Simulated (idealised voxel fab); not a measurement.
Title: Process Module voxel ribs on slabs
We display cut, a cross-section 295 nm in width whose square cells are each 5 nm.
Think of the cross-section as a grid of square cells. We describe it in bands, top to bottom, and each band covers one or more rows of those cells. Heads up on the band format: heights come first, top then bottom, in nm. After that it's the materials left to right, each with its width in nm. A single material flagged "throughout" fills the whole band edge to edge, and "empty" means there's empty space there. Counting heights begins at 0, where everything beneath is, in the wafer as received, one material. The lowest band has no bottom; it goes on downwards, as "0 down" shows. Top row gets the first number, bottom row gets the second, and each row in between changes by the same step: that is how a band width like "30 to 40" works. Any step labelled "no modification" changed none of the cells in the cross-section. Closed empty spaces (no open way to the top) of 8 cells or more are what "Entrapped voids" lists, each as width x height at distance from the left edge, nm for all three. Read whatever lies past the settings on a step's line as the simulator's own remark about the step. overlay nm: how far to the right of its planned place the mask lay on this masked step (negative: to the left).

[The process steps that were planned are listed below]
1 op RECEIVE | material Si
2 op DIRECTIONAL_DEP | material SiO2 | thk nm 25
3 op DIRECTIONAL_DEP | material SiN | thk nm 25
4 op PATTERN | tone cover | mask id RIB | material resist | width nm 15 | thk nm 15 | overlay nm 0
5 op DIRECTIONAL_ETCH | etch materials SiN | depth nm 5
6 op STRIP | etch materials resist
7 op MASKED_ETCH | tone cover | mask id SLAB | width nm 55 | etch materials SiN | depth nm 20 | overlay nm -15
8 op FILL_DEP | material SiO2 | thk nm 30
9 op CMP | height nm 70
10 op DIRECTIONAL_DEP | material TiN | thk nm 10
11 op MASKED_ETCH | tone cover | mask id HEATER | width nm 25 | etch materials TiN | depth nm 10 | overlay nm 0
12 op CONFORMAL_DEP | material SiO2 | thk nm 5
Wafers differ in overlay nm at step 7; plan lists the first wafer's value; identical starting state.

[Cross-section of the first incoming wafer of several, state after step 1]
  0 down: Si throughout
  Entrapped voids: none

[End of module, by wafer: material-by-material cell gain (+) or loss (-) since receipt, then closed voids]
overlay nm -15 | +47 SiN | +842 SiO2 | +10 TiN | Entrapped voids: none
overlay nm -10 | +47 SiN | +842 SiO2 | +10 TiN | Entrapped voids: none
overlay nm -5 | +47 SiN | +842 SiO2 | +10 TiN | Entrapped voids: none
overlay nm 0 | +47 SiN | +842 SiO2 | +10 TiN | Entrapped voids: none
overlay nm 5 | +47 SiN | +842 SiO2 | +10 TiN | Entrapped voids: none
overlay nm 10 | +47 SiN | +842 SiO2 | +10 TiN | Entrapped voids: none
overlay nm 15 | +47 SiN | +842 SiO2 | +10 TiN | Entrapped voids: none
